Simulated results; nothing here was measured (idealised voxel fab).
Title: Process Module voxel double patterning
Cross-section cut: width 290 nm, square cells of 5 nm.
We lay out every cross-section as a grid of square cells and spell it out in bands from the top down, where one band means one or more rows of cells.
Per band: top height and bottom height in nm, followed by the left-to-right materials and their widths in nm; "everywhere" marks a single material spanning edge to edge, "empty" marks empty space.
Convention: height 0 is the level below which the wafer, as received, is all one material. The lowest band does not terminate at the bottom but continues downward, represented as "from 0 down".
The expression "30 to 40" gives the width at the extremes of the band, the first number at its top row of cells and the second at its bottom row, with the width changing by equal amounts from each row to the next in between.
"same as before" for a step: no cell of the cross-section changed in that step.
Any empty space of 8 cells or more lacking an open way to the top shows up in "Enclosed cavity list" as width x height at distance, distance from the left edge, in nm.
Formally, on a step line, whatever follows the settings is a remark that the simulator itself makes on the step.
If you see "overlay nm" on a step's line and that step has a mask, it's telling you how far right of where it was planned the mask ended up; a negative number means it went left instead.
So here's the lineup of process steps we planned:
1: RECEIVE | material Si
2: CONFORMAL_DEP | material SiO2 | thk nm 5
3: DIRECTIONAL_DEP | material TiN | thk nm 20
4: DIRECTIONAL_DEP | material SiCN | thk nm 10
5: DIRECTIONAL_DEP | material aC | thk nm 10
6: PATTERN | tone open | mask id FIRST | material resist | width nm 15 | pitch nm 50 | thk nm 25 | overlay nm -15
7: DIRECTIONAL_ETCH | etch materials aC | depth nm 10
8: STRIP | etch materials resist
9: DIRECTIONAL_ETCH | etch materials SiCN | depth nm 10
10: STRIP | etch materials aC
11: DIRECTIONAL_DEP | material aC | thk nm 15
12: PATTERN | tone open | mask id SECOND | material resist | width nm 15 | pitch nm 50 | thk nm 35 | overlay nm 0
13: DIRECTIONAL_ETCH | etch materials aC | depth nm 15
14: STRIP | etch materials resist
15: DIRECTIONAL_ETCH | etch materials SiCN | depth nm 10
16: STRIP | etch materials aC
17: DIRECTIONAL_ETCH | etch materials TiN | depth nm 20
18: STRIP | etch materials SiCN
The wafers in this document start out alike and differ in the overlay nm applied at step 6; the plan shows the value used for the first wafer.
The as-received cross-section of the first of several wafers corresponds to the state after step 1:
	from 0 down | Si everywhere
	Enclosed cavity list: none
After the module's final step, step 18: the first of several wafers in cross-section:
	from 25 to 5 | TiN (70) | empty (15) | TiN (25) | empty (25) | TiN (25) | empty (25) | TiN (105)
	from 5 to 0 | SiO2 everywhere
	from 0 down | Si everywhere
	Enclosed cavity list: none
Cross-sectional view, end of module, last wafer of several:
	from 25 to 5 | TiN (100) | empty (25) | TiN (25) | empty (25) | TiN (25) | empty (15) | TiN (75)
	from 5 to 0 | SiO2 everywhere
	from 0 down | Si everywhere
	Enclosed cavity list: none
Wafer rows, end of module: cells per material gained (+) or lost (-) since receipt; closed voids last:
overlay nm -15 | +58 SiO2 | +180 TiN | Enclosed cavity list: none
overlay nm -10 | +58 SiO2 | +172 TiN | Enclosed cavity list: none
overlay nm -5 | +58 SiO2 | +172 TiN | Enclosed cavity list: none
overlay nm 0 | +58 SiO2 | +172 TiN | Enclosed cavity list: none
overlay nm 5 | +58 SiO2 | +172 TiN | Enclosed cavity list: none
overlay nm 10 | +58 SiO2 | +172 TiN | Enclosed cavity list: none
overlay nm 15 | +58 SiO2 | +180 TiN | Enclosed cavity list: none
